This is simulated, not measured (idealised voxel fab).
Process module, titled voxel wiring stack
FYI the section here is cut, 270 nm wide, cells are 5 nm squares.
Cross-section layout: square cells on a grid; listed as bands, top to bottom; a band spans one or more cell rows. Look at the band entry: it leads with the top's height and the bottom's height in nm. Then it lists the materials left to right, with a width in nm for each. The word "throughout" on a single material says that material fills the band edge to edge. The word "blank" is empty space. Measure heights from 0. That's the level where, below it, the as-received wafer is all one material. The lowest band is bottomless and extends downward; write it as in "0..down". So if you see something like "30->40" for the width, read it as the top row of the band sitting at the first number and the bottom row at the second, with every row in between moving by the same amount as the last. Key: "everything unchanged" - step with no changed cell in the cross-section. So "Closed internal cavities" is basically the list of trapped voids: any empty space of 8 cells or more that can't reach the top through an opening. They're written width x height at distance, the distance being from the left edge, and it's all nm. Anything after a step's settings on that line? It's the simulator's own note about the step. A step line may carry the setting "overlay nm", which, for steps involving a mask, states the distance by which the mask lay to the right of its intended position; negative values denote displacement to the left.
[The steps planned for the process are as follows]
1: RECEIVE (material Si)
2: CONFORMAL_DEP (material SiO2; thk nm 15)
3: DIRECTIONAL_DEP (material TiN; thk nm 5)
4: DIRECTIONAL_DEP (material W; thk nm 15)
5: MASKED_ETCH (tone cover; mask id METAL_1; width nm 25; pitch nm 50; etch materials W; depth nm 15; overlay nm 0)
6: MASKED_ETCH (tone cover; mask id METAL_1; width nm 25; pitch nm 50; etch materials TiN; depth nm 5; overlay nm 0)
7: FILL_DEP (material SiO2; thk nm 10)
8: CMP (height nm 35)
9: CONFORMAL_DEP (material SiCN; thk nm 5)
10: DIRECTIONAL_DEP (material SiO2; thk nm 35)
11: DIRECTIONAL_DEP (material aC; thk nm 15)
12: PATTERN (tone open; mask id METAL_2_HOLES; material resist; width nm 15; thk nm 30; overlay nm 0)
13: DIRECTIONAL_ETCH (etch materials aC; depth nm 15)
14: STRIP (etch materials resist)
15: DIRECTIONAL_ETCH (etch materials SiO2; depth nm 35)
16: STRIP (etch materials aC)
17: MASKED_ETCH (tone open; mask id METAL_2; width nm 25; pitch nm 50; etch materials SiO2; depth nm 20; overlay nm 0)
18: MASKED_ETCH (tone open; mask id METAL_2; width nm 25; pitch nm 50; etch materials SiCN; depth nm 5; overlay nm 0)
19: CONFORMAL_DEP (material TiN; thk nm 5)
20: FILL_DEP (material Cu; thk nm 5)
21: CMP (height nm 75)
22: CONFORMAL_DEP (material SiCN; thk nm 5)
23: DIRECTIONAL_DEP (material SiO2; thk nm 35)
24: MASKED_ETCH (tone open; mask id METAL_3_HOLES; width nm 15; etch materials SiO2; depth nm 35; overlay nm 0)
25: PATTERN (tone open; mask id METAL_3; material resist; width nm 25; pitch nm 50; thk nm 15; overlay nm 0)
26: DIRECTIONAL_ETCH (etch materials SiO2; depth nm 20)
27: DIRECTIONAL_ETCH (etch materials SiCN; depth nm 5)
28: STRIP (etch materials resist)
29: CONFORMAL_DEP (material TiN; thk nm 5)
30: FILL_DEP (material Ru; thk nm 10)
31: CMP (height nm 115)
32: CONFORMAL_DEP (material SiCN; thk nm 5)
[Cross-section of the wafer as it came to us, i.e., already through step 1]
0..down: Si throughout
Closed internal cavities: none
[The first of the two wafers as seen in cross-section once the module was finished; processing followed the plan]
120..115: SiCN throughout
115..100: SiO2=95, TiN=5, Ru=15, TiN=5, SiO2=25, TiN=5, Ru=15, TiN=5, SiO2=100
100..95: SiO2=95, TiN=5, Ru=5, TiN=15, SiO2=25, TiN=25, SiO2=100
95..80: SiO2=95, TiN=5, Ru=5, TiN=5, SiO2=160
80..75: SiCN=95, TiN=15, SiCN=160
75..60: SiO2=95, TiN=5, Cu=15, TiN=5, SiO2=25, TiN=5, Cu=15, TiN=5, SiO2=100
60..55: SiO2=95, TiN=5, Cu=5, TiN=15, SiO2=25, TiN=25, SiO2=100
55..40: SiO2=95, TiN=5, Cu=5, TiN=5, SiO2=160
40..35: SiCN=95, TiN=15, SiCN=160
35..20: SiO2=95, W=25, SiO2=25, W=25, SiO2=100
20..15: SiO2=95, TiN=25, SiO2=25, TiN=25, SiO2=100
15..0: SiO2 throughout
0..down: Si throughout
Closed internal cavities: none
[Wafer two, end of module, cross-section. Same start, same plan as wafer one. One mistake in the run]
120..115: SiCN throughout
115..110: TiN=100, Ru=15, TiN=35, Ru=15, TiN=105
110..95: SiO2=95, TiN=5, Ru=15, TiN=5, SiO2=25, TiN=5, Ru=15, TiN=5, SiO2=100
95..90: SiO2=95, TiN=5, Ru=5, TiN=15, SiO2=25, TiN=25, SiO2=100
90..75: SiO2=95, TiN=5, Ru=5, TiN=5, SiO2=160
75..70: SiCN=95, TiN=15, SiCN=160
70..60: SiO2=95, TiN=5, Cu=15, TiN=5, SiO2=25, TiN=5, Cu=15, TiN=5, SiO2=100
60..55: SiO2=95, TiN=5, Cu=5, TiN=15, SiO2=25, TiN=25, SiO2=100
55..40: SiO2=95, TiN=5, Cu=5, TiN=5, SiO2=160
40..35: SiCN=95, TiN=15, SiCN=160
35..20: SiO2=95, W=25, SiO2=25, W=25, SiO2=100
20..15: SiO2=95, TiN=25, SiO2=25, TiN=25, SiO2=100
15..0: SiO2 throughout
0..down: Si throughout
Closed internal cavities: none
Run error: in deviation from the planned setting, step 21 was conducted as CMP (height nm 70)
Wrapping up, a cell-based count of both wafers puts the second over or under the first for these materials: Cu: 6 fewer | Ru: 6 more | SiO2: 44 fewer | TiN: 44 more
